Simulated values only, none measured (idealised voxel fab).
This section sets out a process module, namely voxel self aligned contacts.
265 nm wide, 5 nm square cells: that's cross-section cut.
In this document a cross-section is written as a grid of square cells. It is given as a series of bands, listed from the top down, and a band is one or more rows of cells. Quick guide to a band line: top height, bottom height (nm) up front; then every material left to right with its width in nm. Only one material and it's marked "throughout"? Then it fills the band edge to edge. And "empty" just means empty space. It should be noted that heights are counted from 0, beneath which the wafer as supplied is of one material throughout, and that the lowest band possesses no lower boundary but continues downward, as written in "0 nm and below". Width spec "30 to 40" -> top row of cells at first value, bottom row at second value, equal per-row change in between. The cross-section has no changed cell in any step marked "all unchanged". Any empty space of 8 cells or more lacking an open way to the top shows up in "Enclosed cavity list" as width x height at distance, distance from the left edge, in nm. The remark found on a step's line after its settings is issued by the simulator itself and pertains to that step. overlay nm: mask right of planned place by this much (step with mask). Neg. = left.

Process steps (planned):
1. RECEIVE with material Si
2. CONFORMAL_DEP with material SiO2, thk nm 5
3. DIRECTIONAL_DEP with material polySi, thk nm 20
4. DIRECTIONAL_DEP with material SiN, thk nm 15
5. PATTERN with tone cover, mask id GATE, material resist, width nm 35, pitch nm 70, thk nm 15, overlay nm 0
6. DIRECTIONAL_ETCH with etch materials SiN, depth nm 15
7. DIRECTIONAL_ETCH with etch materials polySi, depth nm 20
8. STRIP with etch materials resist
9. CONFORMAL_DEP with material SiN, thk nm 5
10. DIRECTIONAL_ETCH with etch materials SiN, depth nm 5
11. FILL_DEP with material SiO2, thk nm 10
12. CMP with height nm 45
13. PATTERN with tone open, mask id CONTACT, material resist, width nm 55, thk nm 20, overlay nm 0
14. DIRECTIONAL_ETCH with etch materials SiO2, depth nm 45
15. STRIP with etch materials resist
16. CONFORMAL_DEP with material TiN, thk nm 5
17. FILL_DEP with material W, thk nm 5
18. CMP with height nm 45
19. CONFORMAL_DEP with material SiCN, thk nm 5

as received, after step 1:
  0 nm and below = Si throughout
  Enclosed cavity list: none

First of two wafers, end-of-module section, run followed plan:
  50 nm to 45 nm = SiCN throughout
  45 nm to 40 nm = SiO2 105 nm / TiN 20 nm / W 15 nm / TiN 20 nm / SiO2 105 nm
  40 nm to 25 nm = SiO2 75 nm / SiN 45 nm / TiN 5 nm / W 15 nm / TiN 5 nm / SiN 45 nm / SiO2 75 nm
  25 nm to 5 nm = SiO2 75 nm / SiN 5 nm / polySi 35 nm / SiN 5 nm / TiN 5 nm / W 15 nm / TiN 5 nm / SiN 5 nm / polySi 35 nm / SiN 5 nm / SiO2 75 nm
  5 nm to 0 nm = SiO2 120 nm / TiN 25 nm / SiO2 120 nm
  0 nm and below = Si throughout
  Enclosed cavity list: none

Second wafer cross-section at end of module - shared start and plan with the first, one mistake in the run:
  50 nm to 45 nm = SiCN throughout
  45 nm to 40 nm = SiO2 105 nm / TiN 15 nm / W 25 nm / TiN 15 nm / SiO2 105 nm
  40 nm to 25 nm = SiO2 80 nm / SiN 35 nm / TiN 5 nm / W 25 nm / TiN 5 nm / SiN 35 nm / SiO2 80 nm
  25 nm to 5 nm = SiO2 80 nm / SiN 5 nm / polySi 25 nm / SiN 5 nm / TiN 5 nm / W 25 nm / TiN 5 nm / SiN 5 nm / polySi 25 nm / SiN 5 nm / SiO2 80 nm
  5 nm to 0 nm = SiO2 115 nm / TiN 35 nm / SiO2 115 nm
  0 nm and below = Si throughout
  Enclosed cavity list: none
Diagnosis: step 5 was run on a setting that differed from the plan, and what really ran there is PATTERN with tone cover, mask id GATE, material resist, width nm 25, pitch nm 70, thk nm 15, overlay nm 0
End check, counted in cells, second wafer has more or fewer of these materials than the first: 12 fewer of SiN; 12 more of SiO2; 16 more of W; 16 fewer of polySi
